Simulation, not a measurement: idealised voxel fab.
You're looking at the process module voxel capacitor over wiring.
Shown is cross-section cut, with a width of 235 nm and square cells of size 5 nm.
Format of a cross-section: grid, square cells. Given as bands. Order: top down. Band: one or more rows of cells.
First you get the band's top height and its bottom height, in nm, and then the materials it's made of, left to right, with each width in nm. If you see a single material with "full width", that one covers the band edge to edge. "empty" is empty space.
Height 0 is the level under which the wafer as received is all one material. The lowest band goes on downwards, as in "from 0 down".
A two-number width, for instance "30..40", indicates that the width is equal to the first number in the top row of the band and to the second number in the bottom row, and that it changes by a constant amount per row of cells.
No cell of the cross-section changed in a step that is given as "changes: none".
Under "Voids, sealed" you'll find the enclosed gaps, the ones with no way out to the top, that are 8 cells or bigger; each reads width x height at distance, with distance counted from the left edge, everything in nm.
Heads up: the bit after the settings on a step's line is the simulator's remark on that step.
Each step line may optionally specify "overlay nm", which for a step with a mask gives the rightward distance between the mask's planned place and where it lay, a negative value indicating the leftward direction.
Planned step list for the process:
1: RECEIVE (material Si)
2: CONFORMAL_DEP (material SiO2; thk nm 15)
3: CONFORMAL_DEP (material SiCN; thk nm 5)
4: DIRECTIONAL_DEP (material SiO2; thk nm 15)
5: DIRECTIONAL_DEP (material aC; thk nm 10)
6: PATTERN (tone open; mask id METAL_1; material resist; width nm 30; pitch nm 95; thk nm 25; overlay nm 0)
7: DIRECTIONAL_ETCH (etch materials aC; depth nm 10)
8: STRIP (etch materials resist)
9: DIRECTIONAL_ETCH (etch materials SiO2; depth nm 15)
10: DIRECTIONAL_ETCH (etch materials SiCN; depth nm 5)
11: STRIP (etch materials aC)
12: CONFORMAL_DEP (material TiN; thk nm 5)
13: FILL_DEP (material Cu; thk nm 5)
14: CMP (height nm 35)
15: CONFORMAL_DEP (material SiCN; thk nm 5)
16: DIRECTIONAL_DEP (material SiO2; thk nm 15)
17: MASKED_ETCH (tone open; mask id PLUG_1; width nm 15; etch materials SiO2; depth nm 15; overlay nm 0)
18: MASKED_ETCH (tone open; mask id PLUG_1; width nm 15; etch materials SiCN; depth nm 5; overlay nm 0)
19: CONFORMAL_DEP (material TiN; thk nm 5)
20: FILL_DEP (material Cu; thk nm 10)
21: CMP (height nm 55)
22: DIRECTIONAL_DEP (material TiN; thk nm 10)
23: DIRECTIONAL_DEP (material SiN; thk nm 5)
24: DIRECTIONAL_DEP (material TiN; thk nm 5)
25: PATTERN (tone cover; mask id UPPER_PLATE; material resist; width nm 70; thk nm 20; overlay nm 0)
26: DIRECTIONAL_ETCH (etch materials TiN; depth nm 5)
27: DIRECTIONAL_ETCH (etch materials SiN; depth nm 5)
28: STRIP (etch materials resist)
29: PATTERN (tone cover; mask id LOWER_PLATE; material resist; width nm 80; thk nm 20; overlay nm 0)
30: DIRECTIONAL_ETCH (etch materials TiN; depth nm 10)
31: STRIP (etch materials resist)
32: FILL_DEP (material SiO2; thk nm 20)
33: CMP (height nm 90)
34: DIRECTIONAL_DEP (material aC; thk nm 10)
35: PATTERN (tone open; mask id PLUG_2; material resist; width nm 15; thk nm 30; overlay nm 0)
36: DIRECTIONAL_ETCH (etch materials aC; depth nm 10)
37: STRIP (etch materials resist)
38: DIRECTIONAL_ETCH (etch materials SiO2; depth nm 15)
39: STRIP (etch materials aC)
40: CONFORMAL_DEP (material TiN; thk nm 5)
41: FILL_DEP (material Ru; thk nm 10)
42: CMP (height nm 90)
43: CONFORMAL_DEP (material SiCN; thk nm 5)
What follows covers the first of two wafers; it ran as planned:
Step 1 complete: cross-section of the wafer as received:
  from 0 down | Si full width
  Voids, sealed: none
Presented here is a cross-section of the wafer after step 2 has been performed:
  from 15 to 0 | SiO2 full width
  All layers under 0 are left as they were.
Presented here is a cross-section of the wafer after step 3 has been performed:
  from 20 to 15 | SiCN full width
  All layers under 15 are left as they were.
Presented here is a cross-section of the wafer after step 4 has been performed:
  from 35 to 20 | SiO2 full width
  All layers under 20 are left as they were.
Presented here is a cross-section of the wafer after step 5 has been performed:
  from 45 to 35 | aC full width
  All layers under 35 are left as they were.
Presented here is a cross-section of the wafer after step 6 has been performed:
  from 70 to 45 | resist 55 nm, then empty 30 nm, then resist 65 nm, then empty 30 nm, then resist 55 nm
  All layers under 45 are left as they were.
Presented here is a cross-section of the wafer after step 7 has been performed:
  from 60 to 45 | resist 55 nm, then empty 30 nm, then resist 65 nm, then empty 30 nm, then resist 55 nm
  from 45 to 35 | aC 55 nm, then empty 30 nm, then aC 65 nm, then empty 30 nm, then aC 55 nm
  All layers under 35 are left as they were.
Presented here is a cross-section of the wafer after step 8 has been performed:
  from 45 to 35 | aC 55 nm, then empty 30 nm, then aC 65 nm, then empty 30 nm, then aC 55 nm
  All layers under 35 are left as they were.
Presented here is a cross-section of the wafer after step 9 has been performed:
  from 45 to 35 | aC 55 nm, then empty 30 nm, then aC 65 nm, then empty 30 nm, then aC 55 nm
  from 35 to 20 | SiO2 55 nm, then empty 30 nm, then SiO2 65 nm, then empty 30 nm, then SiO2 55 nm
  All layers under 20 are left as they were.
Presented here is a cross-section of the wafer after step 10 has been performed:
  from 45 to 35 | aC 55 nm, then empty 30 nm, then aC 65 nm, then empty 30 nm, then aC 55 nm
  from 35 to 20 | SiO2 55 nm, then empty 30 nm, then SiO2 65 nm, then empty 30 nm, then SiO2 55 nm
  from 20 to 15 | SiCN 55 nm, then empty 30 nm, then SiCN 65 nm, then empty 30 nm, then SiCN 55 nm
  All layers under 15 are left as they were.
Presented here is a cross-section of the wafer after step 11 has been performed:
  from 35 to 20 | SiO2 55 nm, then empty 30 nm, then SiO2 65 nm, then empty 30 nm, then SiO2 55 nm
  All layers under 20 are left as they were.
Presented here is a cross-section of the wafer after step 12 has been performed:
  from 40 to 35 | TiN 60 nm, then empty 20 nm, then TiN 75 nm, then empty 20 nm, then TiN 60 nm
  from 35 to 20 | SiO2 55 nm, then TiN 5 nm, then empty 20 nm, then TiN 5 nm, then SiO2 65 nm, then TiN 5 nm, then empty 20 nm, then TiN 5 nm, then SiO2 55 nm
  from 20 to 15 | SiCN 55 nm, then TiN 30 nm, then SiCN 65 nm, then TiN 30 nm, then SiCN 55 nm
  All layers under 15 are left as they were.
Presented here is a cross-section of the wafer after step 13 has been performed:
  from 45 to 40 | Cu full width
  from 40 to 35 | TiN 60 nm, then Cu 20 nm, then TiN 75 nm, then Cu 20 nm, then TiN 60 nm
  from 35 to 20 | SiO2 55 nm, then TiN 5 nm, then Cu 20 nm, then TiN 5 nm, then SiO2 65 nm, then TiN 5 nm, then Cu 20 nm, then TiN 5 nm, then SiO2 55 nm
  All layers under 20 are left as they were.
Presented here is a cross-section of the wafer after step 14 has been performed:
  from 35 to 20 | SiO2 55 nm, then TiN 5 nm, then Cu 20 nm, then TiN 5 nm, then SiO2 65 nm, then TiN 5 nm, then Cu 20 nm, then TiN 5 nm, then SiO2 55 nm
  All layers under 20 are left as they were.
Presented here is a cross-section of the wafer after step 15 has been performed:
  from 40 to 35 | SiCN full width
  All layers under 35 are left as they were.
Presented here is a cross-section of the wafer after step 16 has been performed:
  from 55 to 40 | SiO2 full width
  All layers under 40 are left as they were.
Presented here is a cross-section of the wafer after step 17 has been performed:
  from 55 to 40 | SiO2 70 nm, then empty 15 nm, then SiO2 150 nm
  All layers under 40 are left as they were.
Presented here is a cross-section of the wafer after step 18 has been performed:
  from 55 to 40 | SiO2 70 nm, then empty 15 nm, then SiO2 150 nm
  from 40 to 35 | SiCN 70 nm, then empty 15 nm, then SiCN 150 nm
  All layers under 35 are left as they were.
Presented here is a cross-section of the wafer after step 19 has been performed:
  from 60 to 55 | TiN 75 nm, then empty 5 nm, then TiN 155 nm
  from 55 to 40 | SiO2 70 nm, then TiN 5 nm, then empty 5 nm, then TiN 5 nm, then SiO2 150 nm
  from 40 to 35 | SiCN 70 nm, then TiN 15 nm, then SiCN 150 nm
  All layers under 35 are left as they were.
Presented here is a cross-section of the wafer after step 20 has been performed:
  from 70 to 60 | Cu full width
  from 60 to 55 | TiN 75 nm, then Cu 5 nm, then TiN 155 nm
  from 55 to 40 | SiO2 70 nm, then TiN 5 nm, then Cu 5 nm, then TiN 5 nm, then SiO2 150 nm
  All layers under 40 are left as they were.
Presented here is a cross-section of the wafer after step 21 has been performed:
  from 55 to 40 | SiO2 70 nm, then TiN 5 nm, then Cu 5 nm, then TiN 5 nm, then SiO2 150 nm
  All layers under 40 are left as they were.
Presented here is a cross-section of the wafer after step 22 has been performed:
  from 65 to 55 | TiN full width
  All layers under 55 are left as they were.
Presented here is a cross-section of the wafer after step 23 has been performed:
  from 70 to 65 | SiN full width
  All layers under 65 are left as they were.
Presented here is a cross-section of the wafer after step 24 has been performed:
  from 75 to 70 | TiN full width
  All layers under 70 are left as they were.
Presented here is a cross-section of the wafer after step 25 has been performed:
  from 95 to 75 | empty 70 nm, then resist 70 nm, then empty 95 nm
  All layers under 75 are left as they were.
Presented here is a cross-section of the wafer after step 26 has been performed:
  from 95 to 75 | empty 70 nm, then resist 70 nm, then empty 95 nm
  from 75 to 70 | empty 70 nm, then TiN 70 nm, then empty 95 nm
  All layers under 70 are left as they were.
Presented here is a cross-section of the wafer after step 27 has been performed:
  from 95 to 75 | empty 70 nm, then resist 70 nm, then empty 95 nm
  from 75 to 70 | empty 70 nm, then TiN 70 nm, then empty 95 nm
  from 70 to 65 | empty 70 nm, then SiN 70 nm, then empty 95 nm
  All layers under 65 are left as they were.
Presented here is a cross-section of the wafer after step 28 has been performed:
  from 75 to 70 | empty 70 nm, then TiN 70 nm, then empty 95 nm
  All layers under 70 are left as they were.
Presented here is a cross-section of the wafer after step 29 has been performed:
  from 95 to 75 | empty 65 nm, then resist 80 nm, then empty 90 nm
  from 75 to 70 | empty 65 nm, then resist 5 nm, then TiN 70 nm, then resist 5 nm, then empty 90 nm
  from 70 to 65 | empty 65 nm, then resist 5 nm, then SiN 70 nm, then resist 5 nm, then empty 90 nm
  All layers under 65 are left as they were.
Presented here is a cross-section of the wafer after step 30 has been performed:
  from 95 to 75 | empty 65 nm, then resist 80 nm, then empty 90 nm
  from 75 to 70 | empty 65 nm, then resist 5 nm, then TiN 70 nm, then resist 5 nm, then empty 90 nm
  from 70 to 65 | empty 65 nm, then resist 5 nm, then SiN 70 nm, then resist 5 nm, then empty 90 nm
  from 65 to 55 | empty 65 nm, then TiN 80 nm, then empty 90 nm
  All layers under 55 are left as they were.
Presented here is a cross-section of the wafer after step 31 has been performed:
  from 75 to 70 | empty 70 nm, then TiN 70 nm, then empty 95 nm
  from 70 to 65 | empty 70 nm, then SiN 70 nm, then empty 95 nm
  All layers under 65 are left as they were.
Presented here is a cross-section of the wafer after step 32 has been performed:
  from 95 to 75 | SiO2 full width
  from 75 to 70 | SiO2 70 nm, then TiN 70 nm, then SiO2 95 nm
  from 70 to 65 | SiO2 70 nm, then SiN 70 nm, then SiO2 95 nm
  from 65 to 55 | SiO2 65 nm, then TiN 80 nm, then SiO2 90 nm
  All layers under 55 are left as they were.
Presented here is a cross-section of the wafer after step 33 has been performed:
  from 90 to 75 | SiO2 full width
  All layers under 75 are left as they were.
Presented here is a cross-section of the wafer after step 34 has been performed:
  from 100 to 90 | aC full width
  All layers under 90 are left as they were.
Presented here is a cross-section of the wafer after step 35 has been performed:
  from 130 to 100 | resist 80 nm, then empty 15 nm, then resist 140 nm
  All layers under 100 are left as they were.
Presented here is a cross-section of the wafer after step 36 has been performed:
  from 120 to 100 | resist 80 nm, then empty 15 nm, then resist 140 nm
  from 100 to 90 | aC 80 nm, then empty 15 nm, then aC 140 nm
  All layers under 90 are left as they were.
Presented here is a cross-section of the wafer after step 37 has been performed:
  from 100 to 90 | aC 80 nm, then empty 15 nm, then aC 140 nm
  All layers under 90 are left as they were.
Presented here is a cross-section of the wafer after step 38 has been performed:
  from 100 to 90 | aC 80 nm, then empty 15 nm, then aC 140 nm
  from 90 to 75 | SiO2 80 nm, then empty 15 nm, then SiO2 140 nm
  All layers under 75 are left as they were.
Presented here is a cross-section of the wafer after step 39 has been performed:
  from 90 to 75 | SiO2 80 nm, then empty 15 nm, then SiO2 140 nm
  All layers under 75 are left as they were.
Presented here is a cross-section of the wafer after step 40 has been performed:
  from 95 to 90 | TiN 85 nm, then empty 5 nm, then TiN 145 nm
  from 90 to 80 | SiO2 80 nm, then TiN 5 nm, then empty 5 nm, then TiN 5 nm, then SiO2 140 nm
  from 80 to 70 | SiO2 80..70 nm, then TiN 15..70 nm, then SiO2 140..95 nm
  All layers under 70 are left as they were.
Presented here is a cross-section of the wafer after step 41 has been performed:
  from 105 to 95 | Ru full width
  from 95 to 90 | TiN 85 nm, then Ru 5 nm, then TiN 145 nm
  from 90 to 80 | SiO2 80 nm, then TiN 5 nm, then Ru 5 nm, then TiN 5 nm, then SiO2 140 nm
  All layers under 80 are left as they were.
Presented here is a cross-section of the wafer after step 42 has been performed:
  from 90 to 80 | SiO2 80 nm, then TiN 5 nm, then Ru 5 nm, then TiN 5 nm, then SiO2 140 nm
  All layers under 80 are left as they were.
Presented here is a cross-section of the wafer after step 43 has been performed:
  from 95 to 90 | SiCN full width
  All layers under 90 are left as they were.
Wafer two. Identical start, identical plan. One mistake in execution. Identical history through step 24:
when step 25 should have ended:
  from 95 to 75 | resist 70 nm, then empty 70 nm, then resist 95 nm
  All layers under 75 are left as they were.
when step 26 should have ended:
  from 95 to 75 | resist 70 nm, then empty 70 nm, then resist 95 nm
  from 75 to 70 | TiN 70 nm, then empty 70 nm, then TiN 95 nm
  All layers under 70 are left as they were.
when step 27 should have ended:
  from 95 to 75 | resist 70 nm, then empty 70 nm, then resist 95 nm
  from 75 to 70 | TiN 70 nm, then empty 70 nm, then TiN 95 nm
  from 70 to 65 | SiN 70 nm, then empty 70 nm, then SiN 95 nm
  All layers under 65 are left as they were.
when step 28 should have ended:
  from 75 to 70 | TiN 70 nm, then empty 70 nm, then TiN 95 nm
  All layers under 70 are left as they were.
when step 29 should have ended:
  from 95 to 75 | empty 65 nm, then resist 80 nm, then empty 90 nm
  from 75 to 70 | TiN 70 nm, then resist 70 nm, then TiN 95 nm
  from 70 to 65 | SiN 70 nm, then resist 70 nm, then SiN 95 nm
  All layers under 65 are left as they were.
when step 30 should have ended:
  from 95 to 75 | empty 65 nm, then resist 80 nm, then empty 90 nm
  from 75 to 70 | empty 65 nm, then TiN 5 nm, then resist 70 nm, then TiN 5 nm, then empty 90 nm
  All layers under 70 are left as they were.
when step 31 should have ended:
  from 75 to 70 | empty 65 nm, then TiN 5 nm, then empty 70 nm, then TiN 5 nm, then empty 90 nm
  from 70 to 65 | SiN 70 nm, then empty 70 nm, then SiN 95 nm
  All layers under 65 are left as they were.
when step 32 should have ended:
  from 95 to 75 | SiO2 full width
  from 75 to 70 | SiO2 65 nm, then TiN 5 nm, then SiO2 70 nm, then TiN 5 nm, then SiO2 90 nm
  from 70 to 65 | SiN 70 nm, then SiO2 70 nm, then SiN 95 nm
  All layers under 65 are left as they were.
when step 33 should have ended:
  from 90 to 75 | SiO2 full width
  All layers under 75 are left as they were.
when step 34 should have ended:
  from 100 to 90 | aC full width
  All layers under 90 are left as they were.
when step 35 should have ended:
  from 130 to 100 | resist 80 nm, then empty 15 nm, then resist 140 nm
  All layers under 100 are left as they were.
when step 36 should have ended:
  from 120 to 100 | resist 80 nm, then empty 15 nm, then resist 140 nm
  from 100 to 90 | aC 80 nm, then empty 15 nm, then aC 140 nm
  All layers under 90 are left as they were.
when step 37 should have ended:
  from 100 to 90 | aC 80 nm, then empty 15 nm, then aC 140 nm
  All layers under 90 are left as they were.
when step 38 should have ended:
  from 100 to 90 | aC 80 nm, then empty 15 nm, then aC 140 nm
  from 90 to 75 | SiO2 80 nm, then empty 15 nm, then SiO2 140 nm
  All layers under 75 are left as they were.
when step 39 should have ended:
  from 90 to 75 | SiO2 80 nm, then empty 15 nm, then SiO2 140 nm
  All layers under 75 are left as they were.
when step 40 should have ended:
  from 95 to 90 | TiN 85 nm, then empty 5 nm, then TiN 145 nm
  from 90 to 80 | SiO2 80 nm, then TiN 5 nm, then empty 5 nm, then TiN 5 nm, then SiO2 140 nm
  from 80 to 75 | SiO2 80 nm, then TiN 15 nm, then SiO2 140 nm
  All layers under 75 are left as they were.
when step 41 should have ended:
  from 105 to 95 | Ru full width
  from 95 to 90 | TiN 85 nm, then Ru 5 nm, then TiN 145 nm
  from 90 to 80 | SiO2 80 nm, then TiN 5 nm, then Ru 5 nm, then TiN 5 nm, then SiO2 140 nm
  All layers under 80 are left as they were.
when step 42 should have ended:
  from 90 to 80 | SiO2 80 nm, then TiN 5 nm, then Ru 5 nm, then TiN 5 nm, then SiO2 140 nm
  All layers under 80 are left as they were.
when step 43 should have ended:
  from 95 to 90 | SiCN full width
  All layers under 90 are left as they were.
What went wrong in running the wafer? step 25 was processed under conditions differing from the plan, specifically as PATTERN (tone open; mask id UPPER_PLATE; material resist; width nm 70; thk nm 20; overlay nm 0)
In the final state, the cell counts of the second wafer exceed or fall short of those of the first for the following materials: 19 more of SiN, 69 fewer of SiO2, 50 more of TiN
